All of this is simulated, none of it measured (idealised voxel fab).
Proc. module: voxel wiring stack
The width of the displayed cross-section, cut, is 220 nm; its cells are square, with a size of 5 nm.
A cross-section is a grid of square cells, given in bands from the top down. A band is one or more rows of cells.
Within each band entry, the heights of the top and of the bottom of the band appear first, in that order and in nm; the materials of the band then follow from left to right, each with its corresponding width in nm. The designation "full width" on a single material indicates that it fills the band from edge to edge; the designation "air" indicates empty space.
We count height from 0. Below that, the starting wafer is all one material. The lowest band never ends at the bottom but goes on down; see "0 nm and below" for how that is written.
The expression "30 to 40" gives the width at the extremes of the band, the first number at its top row of cells and the second at its bottom row, with the width changing by equal amounts from each row to the next in between.
You'll sometimes find "no alteration" written for a step, and that's the way of saying that nowhere in the cross-section did a cell change during that step.
"Trapped cavities" enumerates empty spaces isolated from the top, with no open way to it, that contain at least 8 cells, giving each as width x height at distance from the left edge, all three in nm.
Whatever follows a step's settings on its line is a remark the simulator itself makes about that step.
"overlay nm" denotes, for a step that has a mask, the displacement of the mask to the right of its planned place, with negative values corresponding to the left.
Pairs from here to the end. Each: cross-section before one process step, cross-section after it, the latter only as far down as the lowest band that changed. Under each: the step between, and its settings. Mind that the pairs may be taken from different runs of this module on the same starting wafer; whether a pair continues from the pair above depends on its entry headed "before", and it does only where that entry says so.
BEFORE
90 nm to 70 nm: lowk 50 | TiN 5 | Cu 15 | TiN 5 | lowk 20 | TiN 5 | Cu 15 | TiN 5 | lowk 20 | TiN 5 | Cu 15 | TiN 5 | lowk 55
70 nm to 65 nm: SiN 50 | TiN 25 | SiN 20 | TiN 25 | SiN 20 | TiN 25 | SiN 55
65 nm to 50 nm: SiO2 50 | Ru 15 | SiO2 30 | Ru 15 | SiO2 30 | Ru 15 | SiO2 65
50 nm to 45 nm: SiCN 50 | Ru 10 | SiCN 35 | Ru 10 | SiCN 35 | Ru 10 | SiCN 70
45 nm to 20 nm: SiO2 50 | TiN 5 | Cu 15 | TiN 5 | SiO2 20 | TiN 5 | Cu 15 | TiN 5 | SiO2 20 | TiN 5 | Cu 15 | TiN 5 | SiO2 55
20 nm to 15 nm: SiN 50 | TiN 25 | SiN 20 | TiN 25 | SiN 20 | TiN 25 | SiN 55
15 nm to 0 nm: SiO2 full width
0 nm and below: Si full width
Trapped cavities: none
CUT VIEW, POST-STEP
95 nm to 90 nm: SiCN full width
Heights below 90 show no change.
Trapped cavities: none
Step between the cross-sections above: CONFORMAL_DEP | material SiCN | thk nm 5
before: this step begins from the cross-section that the pair just above shows after its step.
CUT VIEW, POST-STEP
125 nm to 95 nm: SiO2 full width
Heights below 95 show no change.
Trapped cavities: none
Step between the cross-sections above: DIRECTIONAL_DEP | material SiO2 | thk nm 30
before: this step begins from the cross-section that the pair just above shows after its step.
CUT VIEW, POST-STEP
125 nm to 95 nm: SiO2 50 | air 15 | SiO2 30 | air 15 | SiO2 30 | air 15 | SiO2 65
Heights below 95 show no change.
Trapped cavities: none
Step between the cross-sections above: MASKED_ETCH | tone open | mask id METAL_3_HOLES | width nm 15 | pitch nm 45 | etch materials SiO2 | depth nm 30 | overlay nm 0
before: this step begins from the cross-section that the pair just above shows after its step.
CUT VIEW, POST-STEP
125 nm to 105 nm: SiO2 50 | air 25 | SiO2 20 | air 25 | SiO2 20 | air 25 | SiO2 55
Heights below 105 show no change.
Trapped cavities: none
Step between the cross-sections above: MASKED_ETCH | tone open | mask id METAL_3 | width nm 25 | pitch nm 45 | etch materials SiO2 | depth nm 20 | overlay nm 0
before: this step begins from the cross-section that the pair just above shows after its step.
CUT VIEW, POST-STEP
125 nm to 105 nm: SiO2 50 | air 25 | SiO2 20 | air 25 | SiO2 20 | air 25 | SiO2 55
105 nm to 95 nm: SiO2 50 | air 15 | SiO2 30 | air 15 | SiO2 30 | air 15 | SiO2 65
95 nm to 90 nm: SiCN 50 | air 15 | SiCN 30 | air 15 | SiCN 30 | air 15 | SiCN 65
Heights below 90 show no change.
Trapped cavities: none
Step between the cross-sections above: MASKED_ETCH | tone open | mask id METAL_3 | width nm 25 | pitch nm 45 | etch materials SiCN | depth nm 5 | overlay nm 0
before: this step begins from the cross-section that the pair just above shows after its step.
CUT VIEW, POST-STEP
130 nm to 125 nm: TiN 55 | air 15 | TiN 30 | air 15 | TiN 30 | air 15 | TiN 60
125 nm to 110 nm: SiO2 50 | TiN 5 | air 15 | TiN 5 | SiO2 20 | TiN 5 | air 15 | TiN 5 | SiO2 20 | TiN 5 | air 15 | TiN 5 | SiO2 55
110 nm to 105 nm: SiO2 50 | TiN 5 | air 5 | TiN 15 | SiO2 20 | TiN 5 | air 5 | TiN 15 | SiO2 20 | TiN 5 | air 5 | TiN 15 | SiO2 55
105 nm to 95 nm: SiO2 50 | TiN 5 | air 5 | TiN 5 | SiO2 30 | TiN 5 | air 5 | TiN 5 | SiO2 30 | TiN 5 | air 5 | TiN 5 | SiO2 65
95 nm to 90 nm: SiCN 50 | TiN 15 | SiCN 30 | TiN 15 | SiCN 30 | TiN 15 | SiCN 65
Heights below 90 show no change.
Trapped cavities: none
Step between the cross-sections above: CONFORMAL_DEP | material TiN | thk nm 5
before: this step begins from the cross-section that the pair just above shows after its step.
CUT VIEW, POST-STEP
140 nm to 130 nm: Cu full width
130 nm to 125 nm: TiN 55 | Cu 15 | TiN 30 | Cu 15 | TiN 30 | Cu 15 | TiN 60
125 nm to 110 nm: SiO2 50 | TiN 5 | Cu 15 | TiN 5 | SiO2 20 | TiN 5 | Cu 15 | TiN 5 | SiO2 20 | TiN 5 | Cu 15 | TiN 5 | SiO2 55
110 nm to 105 nm: SiO2 50 | TiN 5 | Cu 5 | TiN 15 | SiO2 20 | TiN 5 | Cu 5 | TiN 15 | SiO2 20 | TiN 5 | Cu 5 | TiN 15 | SiO2 55
105 nm to 95 nm: SiO2 50 | TiN 5 | Cu 5 | TiN 5 | SiO2 30 | TiN 5 | Cu 5 | TiN 5 | SiO2 30 | TiN 5 | Cu 5 | TiN 5 | SiO2 65
Heights below 95 show no change.
Trapped cavities: none
Step between the cross-sections above: FILL_DEP | material Cu | thk nm 10
before: this step begins from the cross-section that the pair just above shows after its step.
CUT VIEW, POST-STEP
125 nm to 110 nm: SiO2 50 | TiN 5 | Cu 15 | TiN 5 | SiO2 20 | TiN 5 | Cu 15 | TiN 5 | SiO2 20 | TiN 5 | Cu 15 | TiN 5 | SiO2 55
Heights below 110 show no change.
Trapped cavities: none
Step between the cross-sections above: CMP | height nm 125
before: this step begins from the cross-section that the pair just above shows after its step.
CUT VIEW, POST-STEP
130 nm to 125 nm: SiCN full width
Heights below 125 show no change.
Trapped cavities: none
Step between the cross-sections above: CONFORMAL_DEP | material SiCN | thk nm 5
before: this step begins from the cross-section that the pair just above shows after its step.
CUT VIEW, POST-STEP
155 nm to 130 nm: lowk full width
Heights below 130 show no change.
Trapped cavities: none
Step between the cross-sections above: DIRECTIONAL_DEP | material lowk | thk nm 25
before: this step begins from the cross-section that the pair just above shows after its step.
CUT VIEW, POST-STEP
155 nm to 130 nm: lowk 50 | air 15 | lowk 75 | air 15 | lowk 65
Heights below 130 show no change.
Trapped cavities: none
Step between the cross-sections above: MASKED_ETCH | tone open | mask id METAL_4_HOLES | width nm 15 | pitch nm 90 | etch materials lowk | depth nm 25 | overlay nm 0
before: this step begins from the cross-section that the pair just above shows after its step.
CUT VIEW, POST-STEP
175 nm to 155 nm: resist 50 | air 25 | resist 20 | air 25 | resist 20 | air 25 | resist 55
Heights below 155 show no change.
Trapped cavities: none
Step between the cross-sections above: PATTERN | tone open | mask id METAL_4 | material resist | width nm 25 | pitch nm 45 | thk nm 20 | overlay nm 0
before: this step begins from the cross-section that the pair just above shows after its step.
CUT VIEW, POST-STEP
175 nm to 155 nm: resist 50 | air 25 | resist 20 | air 25 | resist 20 | air 25 | resist 55
155 nm to 140 nm: lowk 50 | air 25 | lowk 20 | air 25 | lowk 20 | air 25 | lowk 55
Heights below 140 show no change.
Trapped cavities: none
Step between the cross-sections above: DIRECTIONAL_ETCH | etch materials lowk | depth nm 15
before: this step begins from the cross-section that the pair just above shows after its step.
CUT VIEW, POST-STEP
175 nm to 155 nm: resist 50 | air 25 | resist 20 | air 25 | resist 20 | air 25 | resist 55
155 nm to 140 nm: lowk 50 | air 25 | lowk 20 | air 25 | lowk 20 | air 25 | lowk 55
140 nm to 130 nm: lowk 50 | air 15 | lowk 75 | air 15 | lowk 65
130 nm to 125 nm: SiCN 50 | air 15 | SiCN 75 | air 15 | SiCN 65
Heights below 125 show no change.
Trapped cavities: none
Step between the cross-sections above: DIRECTIONAL_ETCH | etch materials SiCN | depth nm 5
before: this step begins from the cross-section that the pair just above shows after its step.
CUT VIEW, POST-STEP
155 nm to 140 nm: lowk 50 | air 25 | lowk 20 | air 25 | lowk 20 | air 25 | lowk 55
Heights below 140 show no change.
Trapped cavities: none
Step between the cross-sections above: STRIP | etch materials resist
before: this step begins from the cross-section that the pair just above shows after its step.
CUT VIEW, POST-STEP
160 nm to 155 nm: TiN 55 | air 15 | TiN 30 | air 15 | TiN 30 | air 15 | TiN 60
155 nm to 145 nm: lowk 50 | TiN 5 | air 15 | TiN 5 | lowk 20 | TiN 5 | air 15 | TiN 5 | lowk 20 | TiN 5 | air 15 | TiN 5 | lowk 55
145 nm to 140 nm: lowk 50 | TiN 5 | air 5 | TiN 15 | lowk 20 | TiN 25 | lowk 20 | TiN 5 | air 5 | TiN 15 | lowk 55
140 nm to 130 nm: lowk 50 | TiN 5 | air 5 | TiN 5 | lowk 75 | TiN 5 | air 5 | TiN 5 | lowk 65
130 nm to 125 nm: SiCN 50 | TiN 15 | SiCN 75 | TiN 15 | SiCN 65
Heights below 125 show no change.
Trapped cavities: none
Step between the cross-sections above: CONFORMAL_DEP | material TiN | thk nm 5
before: this step begins from the cross-section that the pair just above shows after its step.
CUT VIEW, POST-STEP
170 nm to 160 nm: Cu full width
160 nm to 155 nm: TiN 55 | Cu 15 | TiN 30 | Cu 15 | TiN 30 | Cu 15 | TiN 60
155 nm to 145 nm: lowk 50 | TiN 5 | Cu 15 | TiN 5 | lowk 20 | TiN 5 | Cu 15 | TiN 5 | lowk 20 | TiN 5 | Cu 15 | TiN 5 | lowk 55
145 nm to 140 nm: lowk 50 | TiN 5 | Cu 5 | TiN 15 | lowk 20 | TiN 25 | lowk 20 | TiN 5 | Cu 5 | TiN 15 | lowk 55
140 nm to 130 nm: lowk 50 | TiN 5 | Cu 5 | TiN 5 | lowk 75 | TiN 5 | Cu 5 | TiN 5 | lowk 65
Heights below 130 show no change.
Trapped cavities: none
Step between the cross-sections above: FILL_DEP | material Cu | thk nm 10
before: this step begins from the cross-section that the pair just above shows after its step.
CUT VIEW, POST-STEP
155 nm to 145 nm: lowk 50 | TiN 5 | Cu 15 | TiN 5 | lowk 20 | TiN 5 | Cu 15 | TiN 5 | lowk 20 | TiN 5 | Cu 15 | TiN 5 | lowk 55
Heights below 145 show no change.
Trapped cavities: none
Step between the cross-sections above: CMP | height nm 155
before: this step begins from the cross-section that the pair just above shows after its step.
CUT VIEW, POST-STEP
160 nm to 155 nm: SiCN full width
Heights below 155 show no change.
Trapped cavities: none
Step between the cross-sections above: CONFORMAL_DEP | material SiCN | thk nm 5
BEFORE
130 nm to 125 nm: TiN 55 | air 15 | TiN 30 | air 15 | TiN 30 | air 15 | TiN 60
125 nm to 110 nm: SiO2 50 | TiN 5 | air 15 | TiN 5 | SiO2 20 | TiN 5 | air 15 | TiN 5 | SiO2 20 | TiN 5 | air 15 | TiN 5 | SiO2 55
110 nm to 105 nm: SiO2 50 | TiN 5 | air 5 | TiN 15 | SiO2 20 | TiN 5 | air 5 | TiN 15 | SiO2 20 | TiN 5 | air 5 | TiN 15 | SiO2 55
105 nm to 95 nm: SiO2 50 | TiN 5 | air 5 | TiN 5 | SiO2 30 | TiN 5 | air 5 | TiN 5 | SiO2 30 | TiN 5 | air 5 | TiN 5 | SiO2 65
95 nm to 90 nm: SiCN 50 | TiN 15 | SiCN 30 | TiN 15 | SiCN 30 | TiN 15 | SiCN 65
90 nm to 70 nm: lowk 50 | TiN 5 | Cu 15 | TiN 5 | lowk 20 | TiN 5 | Cu 15 | TiN 5 | lowk 20 | TiN 5 | Cu 15 | TiN 5 | lowk 55
70 nm to 65 nm: SiN 50 | TiN 25 | SiN 20 | TiN 25 | SiN 20 | TiN 25 | SiN 55
65 nm to 50 nm: SiO2 50 | Ru 15 | SiO2 30 | Ru 15 | SiO2 30 | Ru 15 | SiO2 65
50 nm to 45 nm: SiCN 50 | Ru 15 | SiCN 30 | Ru 15 | SiCN 30 | Ru 15 | SiCN 65
45 nm to 20 nm: SiO2 50 | TiN 5 | Cu 15 | TiN 5 | SiO2 20 | TiN 5 | Cu 15 | TiN 5 | SiO2 20 | TiN 5 | Cu 15 | TiN 5 | SiO2 55
20 nm to 15 nm: SiN 50 | TiN 25 | SiN 20 | TiN 25 | SiN 20 | TiN 25 | SiN 55
15 nm to 0 nm: SiO2 full width
0 nm and below: Si full width
Trapped cavities: none
CUT VIEW, POST-STEP
140 nm to 130 nm: lowk full width
130 nm to 125 nm: TiN 55 | lowk 15 | TiN 30 | lowk 15 | TiN 30 | lowk 15 | TiN 60
125 nm to 110 nm: SiO2 50 | TiN 5 | lowk 15 | TiN 5 | SiO2 20 | TiN 5 | lowk 15 | TiN 5 | SiO2 20 | TiN 5 | lowk 15 | TiN 5 | SiO2 55
110 nm to 105 nm: SiO2 50 | TiN 5 | lowk 5 | TiN 15 | SiO2 20 | TiN 5 | lowk 5 | TiN 15 | SiO2 20 | TiN 5 | lowk 5 | TiN 15 | SiO2 55
105 nm to 95 nm: SiO2 50 | TiN 5 | lowk 5 | TiN 5 | SiO2 30 | TiN 5 | lowk 5 | TiN 5 | SiO2 30 | TiN 5 | lowk 5 | TiN 5 | SiO2 65
Heights below 95 show no change.
Trapped cavities: none
Step between the cross-sections above: FILL_DEP | material lowk | thk nm 10
before: this step begins from the cross-section that the pair just above shows after its step.
CUT VIEW, POST-STEP
125 nm to 110 nm: SiO2 50 | TiN 5 | lowk 15 | TiN 5 | SiO2 20 | TiN 5 | lowk 15 | TiN 5 | SiO2 20 | TiN 5 | lowk 15 | TiN 5 | SiO2 55
Heights below 110 show no change.
Trapped cavities: none
Step between the cross-sections above: CMP | height nm 125
before: this step begins from the cross-section that the pair just above shows after its step.
CUT VIEW, POST-STEP
130 nm to 125 nm: SiCN full width
Heights below 125 show no change.
Trapped cavities: none
Step between the cross-sections above: CONFORMAL_DEP | material SiCN | thk nm 5
before: this step begins from the cross-section that the pair just above shows after its step.
CUT VIEW, POST-STEP
155 nm to 130 nm: lowk full width
Heights below 130 show no change.
Trapped cavities: none
Step between the cross-sections above: DIRECTIONAL_DEP | material lowk | thk nm 25
before: this step begins from the cross-section that the pair just above shows after its step.
CUT VIEW, POST-STEP
155 nm to 130 nm: lowk 50 | air 15 | lowk 75 | air 15 | lowk 65
Heights below 130 show no change.
Trapped cavities: none
Step between the cross-sections above: MASKED_ETCH | tone open | mask id METAL_4_HOLES | width nm 15 | pitch nm 90 | etch materials lowk | depth nm 25 | overlay nm 0
before: this step begins from the cross-section that the pair just above shows after its step.
CUT VIEW, POST-STEP
175 nm to 155 nm: resist 50 | air 25 | resist 20 | air 25 | resist 20 | air 25 | resist 55
Heights below 155 show no change.
Trapped cavities: none
Step between the cross-sections above: PATTERN | tone open | mask id METAL_4 | material resist | width nm 25 | pitch nm 45 | thk nm 20 | overlay nm 0
before: this step begins from the cross-section that the pair just above shows after its step.
CUT VIEW, POST-STEP
175 nm to 155 nm: resist 50 | air 25 | resist 20 | air 25 | resist 20 | air 25 | resist 55
155 nm to 140 nm: lowk 50 | air 25 | lowk 20 | air 25 | lowk 20 | air 25 | lowk 55
Heights below 140 show no change.
Trapped cavities: none
Step between the cross-sections above: DIRECTIONAL_ETCH | etch materials lowk | depth nm 15
before: this step begins from the cross-section that the pair just above shows after its step.
CUT VIEW, POST-STEP
175 nm to 155 nm: resist 50 | air 25 | resist 20 | air 25 | resist 20 | air 25 | resist 55
155 nm to 140 nm: lowk 50 | air 25 | lowk 20 | air 25 | lowk 20 | air 25 | lowk 55
140 nm to 130 nm: lowk 50 | air 15 | lowk 75 | air 15 | lowk 65
130 nm to 125 nm: SiCN 50 | air 15 | SiCN 75 | air 15 | SiCN 65
Heights below 125 show no change.
Trapped cavities: none
Step between the cross-sections above: DIRECTIONAL_ETCH | etch materials SiCN | depth nm 5
before: this step begins from the cross-section that the pair just above shows after its step.
CUT VIEW, POST-STEP
155 nm to 140 nm: lowk 50 | air 25 | lowk 20 | air 25 | lowk 20 | air 25 | lowk 55
Heights below 140 show no change.
Trapped cavities: none
Step between the cross-sections above: STRIP | etch materials resist
before: this step begins from the cross-section that the pair just above shows after its step.
CUT VIEW, POST-STEP
160 nm to 155 nm: TiN 55 | air 15 | TiN 30 | air 15 | TiN 30 | air 15 | TiN 60
155 nm to 145 nm: lowk 50 | TiN 5 | air 15 | TiN 5 | lowk 20 | TiN 5 | air 15 | TiN 5 | lowk 20 | TiN 5 | air 15 | TiN 5 | lowk 55
145 nm to 140 nm: lowk 50 | TiN 5 | air 5 | TiN 15 | lowk 20 | TiN 25 | lowk 20 | TiN 5 | air 5 | TiN 15 | lowk 55
140 nm to 130 nm: lowk 50 | TiN 5 | air 5 | TiN 5 | lowk 75 | TiN 5 | air 5 | TiN 5 | lowk 65
130 nm to 125 nm: SiCN 50 | TiN 15 | SiCN 75 | TiN 15 | SiCN 65
Heights below 125 show no change.
Trapped cavities: none
Step between the cross-sections above: CONFORMAL_DEP | material TiN | thk nm 5
before: this step begins from the cross-section that the pair just above shows after its step.
CUT VIEW, POST-STEP
170 nm to 160 nm: Cu full width
160 nm to 155 nm: TiN 55 | Cu 15 | TiN 30 | Cu 15 | TiN 30 | Cu 15 | TiN 60
155 nm to 145 nm: lowk 50 | TiN 5 | Cu 15 | TiN 5 | lowk 20 | TiN 5 | Cu 15 | TiN 5 | lowk 20 | TiN 5 | Cu 15 | TiN 5 | lowk 55
145 nm to 140 nm: lowk 50 | TiN 5 | Cu 5 | TiN 15 | lowk 20 | TiN 25 | lowk 20 | TiN 5 | Cu 5 | TiN 15 | lowk 55
140 nm to 130 nm: lowk 50 | TiN 5 | Cu 5 | TiN 5 | lowk 75 | TiN 5 | Cu 5 | TiN 5 | lowk 65
Heights below 130 show no change.
Trapped cavities: none
Step between the cross-sections above: FILL_DEP | material Cu | thk nm 10
before: this step begins from the cross-section that the pair just above shows after its step.
CUT VIEW, POST-STEP
155 nm to 145 nm: lowk 50 | TiN 5 | Cu 15 | TiN 5 | lowk 20 | TiN 5 | Cu 15 | TiN 5 | lowk 20 | TiN 5 | Cu 15 | TiN 5 | lowk 55
Heights below 145 show no change.
Trapped cavities: none
Step between the cross-sections above: CMP | height nm 155
before: this step begins from the cross-section that the pair just above shows after its step.
CUT VIEW, POST-STEP
160 nm to 155 nm: SiCN full width
Heights below 155 show no change.
Trapped cavities: none
Step between the cross-sections above: CONFORMAL_DEP | material SiCN | thk nm 5
BEFORE
90 nm to 70 nm: lowk full width
70 nm to 65 nm: SiN full width
65 nm to 50 nm: SiO2 50 | Ru 15 | SiO2 30 | Ru 15 | SiO2 30 | Ru 15 | SiO2 65
50 nm to 45 nm: SiCN 50 | Ru 15 | SiCN 30 | Ru 15 | SiCN 30 | Ru 15 | SiCN 65
45 nm to 20 nm: SiO2 50 | TiN 5 | Cu 15 | TiN 5 | SiO2 20 | TiN 5 | Cu 15 | TiN 5 | SiO2 20 | TiN 5 | Cu 15 | TiN 5 | SiO2 55
20 nm to 15 nm: SiN 50 | TiN 25 | SiN 20 | TiN 25 | SiN 20 | TiN 25 | SiN 55
15 nm to 0 nm: SiO2 full width
0 nm and below: Si full width
Trapped cavities: none
CUT VIEW, POST-STEP
110 nm to 90 nm: air 50 | resist 25 | air 20 | resist 25 | air 20 | resist 25 | air 55
Heights below 90 show no change.
Trapped cavities: none
Step between the cross-sections above: PATTERN | tone cover | mask id METAL_2 | material resist | width nm 25 | pitch nm 45 | thk nm 20 | overlay nm 0
before: this step begins from the cross-section that the pair just above shows after its step.
CUT VIEW, POST-STEP
110 nm to 90 nm: air 50 | resist 25 | air 20 | resist 25 | air 20 | resist 25 | air 55
90 nm to 70 nm: air 50 | lowk 25 | air 20 | lowk 25 | air 20 | lowk 25 | air 55
Heights below 70 show no change.
Trapped cavities: none
Step between the cross-sections above: DIRECTIONAL_ETCH | etch materials lowk | depth nm 20
before: this step begins from the cross-section that the pair just above shows after its step.
CUT VIEW, POST-STEP
110 nm to 90 nm: air 50 | resist 25 | air 20 | resist 25 | air 20 | resist 25 | air 55
90 nm to 70 nm: air 50 | lowk 25 | air 20 | lowk 25 | air 20 | lowk 25 | air 55
70 nm to 65 nm: air 50 | SiN 25 | air 20 | SiN 25 | air 20 | SiN 25 | air 55
Heights below 65 show no change.
Trapped cavities: none
Step between the cross-sections above: DIRECTIONAL_ETCH | etch materials SiN | depth nm 5
before: this step begins from the cross-section that the pair just above shows after its step.
CUT VIEW, POST-STEP
90 nm to 70 nm: air 50 | lowk 25 | air 20 | lowk 25 | air 20 | lowk 25 | air 55
Heights below 70 show no change.
Trapped cavities: none
Step between the cross-sections above: STRIP | etch materials resist
before: this step begins from the cross-section that the pair just above shows after its step.
CUT VIEW, POST-STEP
95 nm to 90 nm: air 45 | TiN 35 | air 10 | TiN 35 | air 10 | TiN 35 | air 50
90 nm to 70 nm: air 45 | TiN 5 | lowk 25 | TiN 5 | air 10 | TiN 5 | lowk 25 | TiN 5 | air 10 | TiN 5 | lowk 25 | TiN 5 | air 50
70 nm to 65 nm: TiN 50 | SiN 25 | TiN 20 | SiN 25 | TiN 20 | SiN 25 | TiN 55
Heights below 65 show no change.
Trapped cavities: none
Step between the cross-sections above: CONFORMAL_DEP | material TiN | thk nm 5
before: this step begins from the cross-section that the pair just above shows after its step.
CUT VIEW, POST-STEP
105 nm to 95 nm: Cu full width
95 nm to 90 nm: Cu 45 | TiN 35 | Cu 10 | TiN 35 | Cu 10 | TiN 35 | Cu 50
90 nm to 70 nm: Cu 45 | TiN 5 | lowk 25 | TiN 5 | Cu 10 | TiN 5 | lowk 25 | TiN 5 | Cu 10 | TiN 5 | lowk 25 | TiN 5 | Cu 50
Heights below 70 show no change.
Trapped cavities: none
Step between the cross-sections above: FILL_DEP | material Cu | thk nm 10
before: this step begins from the cross-section that the pair just above shows after its step.
CUT VIEW, POST-STEP
90 nm to 70 nm: Cu 45 | TiN 5 | lowk 25 | TiN 5 | Cu 10 | TiN 5 | lowk 25 | TiN 5 | Cu 10 | TiN 5 | lowk 25 | TiN 5 | Cu 50
Heights below 70 show no change.
Trapped cavities: none
Step between the cross-sections above: CMP | height nm 90
before: this step begins from the cross-section that the pair just above shows after its step.
CUT VIEW, POST-STEP
95 nm to 90 nm: SiCN full width
Heights below 90 show no change.
Trapped cavities: none
Step between the cross-sections above: CONFORMAL_DEP | material SiCN | thk nm 5
before: this step begins from the cross-section that the pair just above shows after its step.
CUT VIEW, POST-STEP
125 nm to 95 nm: SiO2 full width
Heights below 95 show no change.
Trapped cavities: none
Step between the cross-sections above: DIRECTIONAL_DEP | material SiO2 | thk nm 30
before: this step begins from the cross-section that the pair just above shows after its step.
CUT VIEW, POST-STEP
125 nm to 95 nm: SiO2 50 | air 15 | SiO2 30 | air 15 | SiO2 30 | air 15 | SiO2 65
Heights below 95 show no change.
Trapped cavities: none
Step between the cross-sections above: MASKED_ETCH | tone open | mask id METAL_3_HOLES | width nm 15 | pitch nm 45 | etch materials SiO2 | depth nm 30 | overlay nm 0
before: this step begins from the cross-section that the pair just above shows after its step.
CUT VIEW, POST-STEP
125 nm to 105 nm: SiO2 50 | air 25 | SiO2 20 | air 25 | SiO2 20 | air 25 | SiO2 55
Heights below 105 show no change.
Trapped cavities: none
Step between the cross-sections above: MASKED_ETCH | tone open | mask id METAL_3 | width nm 25 | pitch nm 45 | etch materials SiO2 | depth nm 20 | overlay nm 0
before: this step begins from the cross-section that the pair just above shows after its step.
CUT VIEW, POST-STEP
125 nm to 105 nm: SiO2 50 | air 25 | SiO2 20 | air 25 | SiO2 20 | air 25 | SiO2 55
105 nm to 95 nm: SiO2 50 | air 15 | SiO2 30 | air 15 | SiO2 30 | air 15 | SiO2 65
95 nm to 90 nm: SiCN 50 | air 15 | SiCN 30 | air 15 | SiCN 30 | air 15 | SiCN 65
Heights below 90 show no change.
Trapped cavities: none
Step between the cross-sections above: MASKED_ETCH | tone open | mask id METAL_3 | width nm 25 | pitch nm 45 | etch materials SiCN | depth nm 5 | overlay nm 0
before: this step begins from the cross-section that the pair just above shows after its step.
CUT VIEW, POST-STEP
130 nm to 125 nm: TiN 55 | air 15 | TiN 30 | air 15 | TiN 30 | air 15 | TiN 60
125 nm to 110 nm: SiO2 50 | TiN 5 | air 15 | TiN 5 | SiO2 20 | TiN 5 | air 15 | TiN 5 | SiO2 20 | TiN 5 | air 15 | TiN 5 | SiO2 55
110 nm to 105 nm: SiO2 50 | TiN 5 | air 5 | TiN 15 | SiO2 20 | TiN 5 | air 5 | TiN 15 | SiO2 20 | TiN 5 | air 5 | TiN 15 | SiO2 55
105 nm to 95 nm: SiO2 50 | TiN 5 | air 5 | TiN 5 | SiO2 30 | TiN 5 | air 5 | TiN 5 | SiO2 30 | TiN 5 | air 5 | TiN 5 | SiO2 65
95 nm to 90 nm: SiCN 50 | TiN 15 | SiCN 30 | TiN 15 | SiCN 30 | TiN 15 | SiCN 65
Heights below 90 show no change.
Trapped cavities: none
Step between the cross-sections above: CONFORMAL_DEP | material TiN | thk nm 5
before: this step begins from the cross-section that the pair just above shows after its step.
CUT VIEW, POST-STEP
140 nm to 130 nm: Cu full width
130 nm to 125 nm: TiN 55 | Cu 15 | TiN 30 | Cu 15 | TiN 30 | Cu 15 | TiN 60
125 nm to 110 nm: SiO2 50 | TiN 5 | Cu 15 | TiN 5 | SiO2 20 | TiN 5 | Cu 15 | TiN 5 | SiO2 20 | TiN 5 | Cu 15 | TiN 5 | SiO2 55
110 nm to 105 nm: SiO2 50 | TiN 5 | Cu 5 | TiN 15 | SiO2 20 | TiN 5 | Cu 5 | TiN 15 | SiO2 20 | TiN 5 | Cu 5 | TiN 15 | SiO2 55
105 nm to 95 nm: SiO2 50 | TiN 5 | Cu 5 | TiN 5 | SiO2 30 | TiN 5 | Cu 5 | TiN 5 | SiO2 30 | TiN 5 | Cu 5 | TiN 5 | SiO2 65
Heights below 95 show no change.
Trapped cavities: none
Step between the cross-sections above: FILL_DEP | material Cu | thk nm 10
before: this step begins from the cross-section that the pair just above shows after its step.
CUT VIEW, POST-STEP
125 nm to 110 nm: SiO2 50 | TiN 5 | Cu 15 | TiN 5 | SiO2 20 | TiN 5 | Cu 15 | TiN 5 | SiO2 20 | TiN 5 | Cu 15 | TiN 5 | SiO2 55
Heights below 110 show no change.
Trapped cavities: none
Step between the cross-sections above: CMP | height nm 125
before: this step begins from the cross-section that the pair just above shows after its step.
CUT VIEW, POST-STEP
130 nm to 125 nm: SiCN full width
Heights below 125 show no change.
Trapped cavities: none
Step between the cross-sections above: CONFORMAL_DEP | material SiCN | thk nm 5
before: this step begins from the cross-section that the pair just above shows after its step.
CUT VIEW, POST-STEP
155 nm to 130 nm: lowk full width
Heights below 130 show no change.
Trapped cavities: none
Step between the cross-sections above: DIRECTIONAL_DEP | material lowk | thk nm 25
before: this step begins from the cross-section that the pair just above shows after its step.
CUT VIEW, POST-STEP
155 nm to 130 nm: lowk 50 | air 15 | lowk 75 | air 15 | lowk 65
Heights below 130 show no change.
Trapped cavities: none
Step between the cross-sections above: MASKED_ETCH | tone open | mask id METAL_4_HOLES | width nm 15 | pitch nm 90 | etch materials lowk | depth nm 25 | overlay nm 0
before: this step begins from the cross-section that the pair just above shows after its step.
CUT VIEW, POST-STEP
175 nm to 155 nm: resist 50 | air 25 | resist 20 | air 25 | resist 20 | air 25 | resist 55
Heights below 155 show no change.
Trapped cavities: none
Step between the cross-sections above: PATTERN | tone open | mask id METAL_4 | material resist | width nm 25 | pitch nm 45 | thk nm 20 | overlay nm 0
before: this step begins from the cross-section that the pair just above shows after its step.
CUT VIEW, POST-STEP
175 nm to 155 nm: resist 50 | air 25 | resist 20 | air 25 | resist 20 | air 25 | resist 55
155 nm to 140 nm: lowk 50 | air 25 | lowk 20 | air 25 | lowk 20 | air 25 | lowk 55
Heights below 140 show no change.
Trapped cavities: none
Step between the cross-sections above: DIRECTIONAL_ETCH | etch materials lowk | depth nm 15
before: this step begins from the cross-section that the pair just above shows after its step.
CUT VIEW, POST-STEP
175 nm to 155 nm: resist 50 | air 25 | resist 20 | air 25 | resist 20 | air 25 | resist 55
155 nm to 140 nm: lowk 50 | air 25 | lowk 20 | air 25 | lowk 20 | air 25 | lowk 55
140 nm to 130 nm: lowk 50 | air 15 | lowk 75 | air 15 | lowk 65
130 nm to 125 nm: SiCN 50 | air 15 | SiCN 75 | air 15 | SiCN 65
Heights below 125 show no change.
Trapped cavities: none
Step between the cross-sections above: DIRECTIONAL_ETCH | etch materials SiCN | depth nm 5
before: this step begins from the cross-section that the pair just above shows after its step.
CUT VIEW, POST-STEP
155 nm to 140 nm: lowk 50 | air 25 | lowk 20 | air 25 | lowk 20 | air 25 | lowk 55
Heights below 140 show no change.
Trapped cavities: none
Step between the cross-sections above: STRIP | etch materials resist
before: this step begins from the cross-section that the pair just above shows after its step.
CUT VIEW, POST-STEP
160 nm to 155 nm: TiN 55 | air 15 | TiN 30 | air 15 | TiN 30 | air 15 | TiN 60
155 nm to 145 nm: lowk 50 | TiN 5 | air 15 | TiN 5 | lowk 20 | TiN 5 | air 15 | TiN 5 | lowk 20 | TiN 5 | air 15 | TiN 5 | lowk 55
145 nm to 140 nm: lowk 50 | TiN 5 | air 5 | TiN 15 | lowk 20 | TiN 25 | lowk 20 | TiN 5 | air 5 | TiN 15 | lowk 55
140 nm to 130 nm: lowk 50 | TiN 5 | air 5 | TiN 5 | lowk 75 | TiN 5 | air 5 | TiN 5 | lowk 65
130 nm to 125 nm: SiCN 50 | TiN 15 | SiCN 75 | TiN 15 | SiCN 65
Heights below 125 show no change.
Trapped cavities: none
Step between the cross-sections above: CONFORMAL_DEP | material TiN | thk nm 5
